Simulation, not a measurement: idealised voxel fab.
The following is a process module called voxel trench capacitor.
Section shown: cut. Width: 245 nm. Cell size: 5 nm, square.
If you're reading a cross-section in this doc, picture square cells in a grid; it comes to you as bands, top ones listed first down to the bottom, and a band can be one or more rows of cells. Look at the band entry: it leads with the top's height and the bottom's height in nm. Then it lists the materials left to right, with a width in nm for each. The word "full width" on a single material says that material fills the band edge to edge. The word "blank" is empty space. Heights from 0 (as-received wafer is one material below). Bottom band endless downward, as "0 and below". A width such as "30 to 40" changes by the same amount from each row of cells to the next, from the band's top row to its bottom row. No cell of the cross-section changed in a step that is given as "remains unaltered". Closed empty spaces (no open way to the top) of 8 cells or more are what "Encapsulated voids" lists, each as width x height at distance from the left edge, nm for all three. Whatever follows a step's settings on its line is a remark the simulator itself makes about that step. Regarding "overlay nm": on a step with a mask, it is the distance the mask lay to the right of its planned place; a negative value places it to the left.

This section lists the process steps that were planned
| 1 | op RECEIVE | material Si |
| 2 | op CONFORMAL_DEP | material SiN | thk nm 5 |
| 3 | op DIRECTIONAL_DEP | material aC | thk nm 15 |
| 4 | op PATTERN | tone open | mask id TRENCH | material resist | width nm 15 | pitch nm 35 | thk nm 35 | overlay nm -15 |
| 5 | op DIRECTIONAL_ETCH | etch materials aC | depth nm 15 |
| 6 | op STRIP | etch materials resist |
| 7 | op DIRECTIONAL_ETCH | etch materials SiN | depth nm 5 |
| 8 | op DIRECTIONAL_ETCH | etch materials Si | depth nm 35 |
| 9 | op STRIP | etch materials aC |
| 10 | op CONFORMAL_DEP | material SiO2 | thk nm 5 |
| 11 | op FILL_DEP | material polySi | thk nm 10 |
| 12 | op CMP | height nm 5 |
Don't read the plan's overlay nm for step 4 as applying to every wafer: that's the first wafer's value, and the wafers differ in it, though they all start identical.

Cross-section of the first incoming wafer of several, state after step 1
	0 and below | Si full width
	Encapsulated voids: none

After the module's final step, step 12: the first of several wafers in cross-section
	5 down to 0 | SiN (80) | SiO2 (5) | polySi (5) | SiO2 (5) | SiN (20) | SiO2 (5) | polySi (5) | SiO2 (5) | SiN (115)
	0 down to -30 | Si (80) | SiO2 (5) | polySi (5) | SiO2 (5) | Si (20) | SiO2 (5) | polySi (5) | SiO2 (5) | Si (115)
	-30 down to -35 | Si (80) | SiO2 (15) | Si (20) | SiO2 (15) | Si (115)
	-35 and below | Si full width
	Encapsulated voids: none

A cross-section through the last wafer at the close of the module
	5 down to 0 | SiN (110) | SiO2 (5) | polySi (5) | SiO2 (5) | SiN (20) | SiO2 (5) | polySi (5) | SiO2 (5) | SiN (85)
	0 down to -30 | Si (110) | SiO2 (5) | polySi (5) | SiO2 (5) | Si (20) | SiO2 (5) | polySi (5) | SiO2 (5) | Si (85)
	-30 down to -35 | Si (110) | SiO2 (15) | Si (20) | SiO2 (15) | Si (85)
	-35 and below | Si full width
	Encapsulated voids: none

Below: a row per wafer. Contents at end of module: for every material, cells gained since receipt (+) or lost since receipt (-); then closed voids
overlay nm -15 | -42 Si | +43 SiN | +34 SiO2 | +14 polySi | Encapsulated voids: none
overlay nm -10 | -42 Si | +43 SiN | +34 SiO2 | +14 polySi | Encapsulated voids: none
overlay nm -5 | -42 Si | +43 SiN | +34 SiO2 | +14 polySi | Encapsulated voids: none
overlay nm 0 | -42 Si | +43 SiN | +34 SiO2 | +14 polySi | Encapsulated voids: none
overlay nm 5 | -42 Si | +43 SiN | +34 SiO2 | +14 polySi | Encapsulated voids: none
overlay nm 10 | -42 Si | +43 SiN | +34 SiO2 | +14 polySi | Encapsulated voids: none
overlay nm 15 | -42 Si | +43 SiN | +34 SiO2 | +14 polySi | Encapsulated voids: none
